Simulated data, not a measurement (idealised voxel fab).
Process module, titled voxel lift off
The width of the displayed cross-section, cut, is 295 nm; its cells are square, with a size of 5 nm.
Cross-section layout: square cells on a grid; listed as bands, top to bottom; a band spans one or more cell rows. Heights first: top, then bottom, in nm. Then materials, left to right, each with a width in nm. "full width" on a single material: fills the band edge to edge. "air": empty space. Below 0: as-received wafer, all one material; heights counted from there. Lowest band: no bottom, goes on down, written "0 and below". Per-row width for "30..40": begins at first number (top row of band), ends at second number (bottom row), increment between rows held constant. The cross-section has no changed cell in any step marked "no alterations made". Look at "Fully closed voids" for the closed voids: empty spaces with no open path to the top, sized 8 cells or up. Each is width x height at distance, distance from the left edge, all nm. Text after the settings on a step's line: the simulator's own remark on that step. "overlay nm" on a masked step: distance the mask lay right of its planned place, negative for left.
[Process steps - plan]
step 1: RECEIVE | material Si
step 2: CONFORMAL_DEP | material SiO2 | thk nm 15
step 3: PATTERN | tone open | mask id LINES | material resist | width nm 20 | pitch nm 40 | thk nm 15 | overlay nm -15
step 4: DIRECTIONAL_DEP | material Ru | thk nm 5
step 5: STRIP | etch materials resist
step 6: CONFORMAL_DEP | material SiCN | thk nm 5
What sets these wafers apart? The overlay nm at step 3. They all start alike, and the plan carries the first wafer's value.
[Received wafers, first of several: cross-section after step 1]
- 0 and below | Si full width
- Fully closed voids: none
[Take any row and you have a wafer at the end of the module: how many cells of each material it has gained (+) or lost (-) since it was received, and then its closed voids]
overlay nm -15; +8 Ru; +63 SiCN; +177 SiO2; Fully closed voids: none
overlay nm -10; +8 Ru; +63 SiCN; +177 SiO2; Fully closed voids: none
overlay nm -5; +8 Ru; +63 SiCN; +177 SiO2; Fully closed voids: none
overlay nm 0; +8 Ru; +63 SiCN; +177 SiO2; Fully closed voids: none
overlay nm 5; +8 Ru; +63 SiCN; +177 SiO2; Fully closed voids: none
overlay nm 10; +8 Ru; +63 SiCN; +177 SiO2; Fully closed voids: none
overlay nm 15; +8 Ru; +63 SiCN; +177 SiO2; Fully closed voids: none
